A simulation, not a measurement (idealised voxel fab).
Title: Process Module voxel spacer lines
Section shown: cut. Width: 195 nm. Cell size: 5 nm, square.
A cross-section is a grid of square cells, given in bands from the top down. A band is one or more rows of cells. Band: top height; bottom height; in nm. Then, left to right: material with width in nm, for each material. "everywhere": a single material spanning edge to edge. "empty": empty space. Heights are measured from 0, the level below which the as-received wafer is all one material; the lowest band has no bottom and continues downward, written as in "top 0, no bottom". It should be noted that a width expressed as "30 to 40" varies in equal increments from row to row of cells within the band, taking the value of the first number at the top row and that of the second number at the bottom row. You'll sometimes find "remains unaltered" written for a step, and that's the way of saying that nowhere in the cross-section did a cell change during that step. Closed empty spaces (no open way to the top) of 8 cells or more are what "Closed void catalog" lists, each as width x height at distance from the left edge, nm for all three. What comes after the settings on a step's line is commentary from the simulator itself on that step. The line of a step may include "overlay nm". On a step with a mask, this value is how far to the right of its planned place the mask lay. A negative value means the mask lay to the left.

## This section lists the process steps that were planned
| 1 | op RECEIVE | material Si |
| 2 | op CONFORMAL_DEP | material Al2O3 | thk nm 10 |
| 3 | op DIRECTIONAL_DEP | material W | thk nm 15 |
| 4 | op DIRECTIONAL_DEP | material polySi | thk nm 25 |
| 5 | op PATTERN | tone cover | mask id MANDREL | material resist | width nm 20 | pitch nm 60 | thk nm 30 | overlay nm 0 |
| 6 | op DIRECTIONAL_ETCH | etch materials polySi | depth nm 25 |
| 7 | op STRIP | etch materials resist |
| 8 | op CONFORMAL_DEP | material SiO2 | thk nm 10 |
| 9 | op DIRECTIONAL_ETCH | etch materials SiO2 | depth nm 10 |
| 10 | op STRIP | etch materials polySi |
| 11 | op DIRECTIONAL_ETCH | etch materials W | depth nm 15 |
| 12 | op STRIP | etch materials SiO2 |

## Wafer at receipt (post step 1), cross-section
top 0, no bottom = Si everywhere
Closed void catalog: none

## Post-module cross-section of the first of two wafers (run per plan)
top 25, bottom 10 = empty 15 nm, then W 10 nm, then empty 20 nm, then W 10 nm, then empty 20 nm, then W 10 nm, then empty 20 nm, then W 10 nm, then empty 20 nm, then W 10 nm, then empty 20 nm, then W 10 nm, then empty 20 nm
top 10, bottom 0 = Al2O3 everywhere
top 0, no bottom = Si everywhere
Closed void catalog: none

## Second wafer of the two, sectioned at the end of the module. It began like the first and followed the same plan, but one mistake was made while running it
top 25, bottom 10 = empty 20 nm, then W 10 nm, then empty 20 nm, then W 10 nm, then empty 20 nm, then W 10 nm, then empty 20 nm, then W 10 nm, then empty 20 nm, then W 10 nm, then empty 20 nm, then W 10 nm, then empty 15 nm
top 10, bottom 0 = Al2O3 everywhere
top 0, no bottom = Si everywhere
Closed void catalog: none
What was the processing mistake? step 5 did not happen as planned, as run it was op PATTERN | tone cover | mask id MANDREL | material resist | width nm 20 | pitch nm 60 | thk nm 30 | overlay nm 5
Same inventory, different map: at the end, the second wafer holds as many cells of each material as the first, placed elsewhere.
